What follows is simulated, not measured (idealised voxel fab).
The name of this process module is voxel ribs on slabs.
Square cell edge 5 nm, section width 165 nm, ID cut.
For the purposes of this document, a cross-section shall be understood as a grid of square cells, specified as bands listed in top-to-bottom order, each band consisting of one or more rows of cells.
This entry defines a band. It first specifies the height of the band's top and the height of its bottom in nm, and then specifies the band's materials from left to right, stating each material with its width in nm. The word "all across" identifies a single material that fills the band from edge to edge, while the word "air" identifies empty space.
Heights from 0 (as-received wafer is one material below). Bottom band endless downward, as "0 nm and below".
Read "30 to 40" as a graded width: first number on top, second number at the bottom, same change between each pair of neighbouring rows.
Basically "stayed the same" means that step didn't change any cell in the cross-section.
The entry titled "Closed empty spaces" provides the empty spaces that have no open way to the top, restricted to those of 8 cells or more. Each is presented as width x height at distance, the distance being measured from the left edge, with all three in nm.
after a step's settings: what the simulator itself notes on the step
Regarding "overlay nm": on a step with a mask, it is the distance the mask lay to the right of its planned place; a negative value places it to the left.
The following list gives the planned process steps
- 1: RECEIVE,material Si
- 2: DIRECTIONAL_DEP,material SiO2,thk nm 20
- 3: DIRECTIONAL_DEP,material SiN,thk nm 15
- 4: PATTERN,tone cover,mask id RIB,material resist,width nm 15,thk nm 20,overlay nm 0
- 5: DIRECTIONAL_ETCH,etch materials SiN,depth nm 5
- 6: STRIP,etch materials resist
- 7: MASKED_ETCH,tone cover,mask id SLAB,width nm 55,etch materials SiN,depth nm 10,overlay nm 0
- 8: FILL_DEP,material SiO2,thk nm 25
- 9: CMP,height nm 55
- 10: DIRECTIONAL_DEP,material TiN,thk nm 10
- 11: DIRECTIONAL_DEP,material aC,thk nm 10
- 12: PATTERN,tone cover,mask id HEATER,material resist,width nm 15,thk nm 30,overlay nm 0
- 13: DIRECTIONAL_ETCH,etch materials aC,depth nm 10
- 14: STRIP,etch materials resist
- 15: DIRECTIONAL_ETCH,etch materials TiN,depth nm 10
- 16: STRIP,etch materials aC
- 17: CONFORMAL_DEP,material SiO2,thk nm 10
Where the wafers of this document differ is in the width nm of step 12; they start out the same, and the plan states the value that applied to the first wafer.
So this is the first of several wafers, cross-sectioned as it came to us, meaning it's at the end of step 1
0 nm and below = Si all across
Closed empty spaces: none
First of several wafers: cross-section at the end of the module, after step 17, its last step
75 nm to 65 nm = 65 of air | 35 of SiO2 | 65 of air
65 nm to 55 nm = 75 of SiO2 | 15 of TiN | 75 of SiO2
55 nm to 35 nm = SiO2 all across
35 nm to 30 nm = 75 of SiO2 | 15 of SiN | 75 of SiO2
30 nm to 20 nm = 55 of SiO2 | 55 of SiN | 55 of SiO2
20 nm to 0 nm = SiO2 all across
0 nm and below = Si all across
Closed empty spaces: none
Final wafer of several, shown in cross-section at the end of the module
75 nm to 65 nm = 55 of air | 60 of SiO2 | 50 of air
65 nm to 55 nm = 65 of SiO2 | 40 of TiN | 60 of SiO2
55 nm to 35 nm = SiO2 all across
35 nm to 30 nm = 75 of SiO2 | 15 of SiN | 75 of SiO2
30 nm to 20 nm = 55 of SiO2 | 55 of SiN | 55 of SiO2
20 nm to 0 nm = SiO2 all across
0 nm and below = Si all across
Closed empty spaces: none
Table: wafers, a row each; end-of-module cell change per material since receipt, gain (+), loss (-); then closed voids
width nm 15, +25 SiN, +412 SiO2, +6 TiN, Closed empty spaces: none
width nm 20, +25 SiN, +412 SiO2, +8 TiN, Closed empty spaces: none
width nm 25, +25 SiN, +412 SiO2, +10 TiN, Closed empty spaces: none
width nm 30, +25 SiN, +412 SiO2, +12 TiN, Closed empty spaces: none
width nm 35, +25 SiN, +412 SiO2, +14 TiN, Closed empty spaces: none
width nm 40, +25 SiN, +412 SiO2, +16 TiN, Closed empty spaces: none
